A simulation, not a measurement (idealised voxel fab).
This is a process module. Its name is voxel fin reveal.
In the cross-section labelled cut, the width is 220 nm and each square cell is 5 nm.
The cross-sections in this document take the form of a grid made of square cells. They are written out as bands, in order from top to bottom. Each band consists of one or more rows of cells. Heights first: top, then bottom, in nm. Then materials, left to right, each with a width in nm. "everywhere" on a single material: fills the band edge to edge. "air": empty space. Basically, 0 is our baseline, since under it the wafer straight out of the box is all one material. The bottom band has no lower end and keeps on going down, so it looks like "from 0 down". When a width is written as two numbers, as in "30->40", the first number is the width in the top row of cells of the band and the second is the width in its bottom row, and the width changes by the same amount from each row to the next. Any step labelled "all unchanged" changed none of the cells in the cross-section. "Completely enclosed voids": sealed empty spaces, 8 cells or more, no open way to top, listed width x height at distance, with distance from the left edge and width, height and distance in nm. The remark found on a step's line after its settings is issued by the simulator itself and pertains to that step. The line of a step may include "overlay nm". On a step with a mask, this value is how far to the right of its planned place the mask lay. A negative value means the mask lay to the left.

Steps in the process plan
| 1 | RECEIVE: material Si |
| 2 | CONFORMAL_DEP: material SiN, thk nm 10 |
| 3 | MASKED_ETCH: tone cover, mask id FINS, width nm 15, pitch nm 35, etch materials SiN, depth nm 10, overlay nm 0 |
| 4 | MASKED_ETCH: tone cover, mask id FINS, width nm 15, pitch nm 35, etch materials Si, depth nm 40, overlay nm 0 |
| 5 | OXIDIZE: depth nm 5 |
| 6 | FILL_DEP: material SiO2, thk nm 15 |
| 7 | CMP: height nm 10 |
| 8 | SELECTIVE_ETCH: etch materials SiO2, depth nm 30 |
| 9 | STRIP: etch materials SiN |

Shown in cross-section is the wafer as received, that is, as it stands after step 1
	from 0 down = Si everywhere
	Completely enclosed voids: none

What the wafer looks like in cross-section after this module, when it starts as shown above and follows the plan above but one mistake is made in running it
	from 0 to -20 = air: 70, then Si: 5, then air: 30, then Si: 5, then air: 30, then Si: 5, then air: 75
	from -20 to -30 = SiO2: 35, then air: 35, then Si: 5, then air: 30, then Si: 5, then air: 30, then Si: 5, then air: 35, then SiO2: 40
	from -30 to -45 = SiO2: 70, then Si: 5, then SiO2: 30, then Si: 5, then SiO2: 30, then Si: 5, then SiO2: 75
	from -45 down = Si everywhere
	Completely enclosed voids: none
Here's what went sideways: ran 8 and 9 in swapped order versus the plan
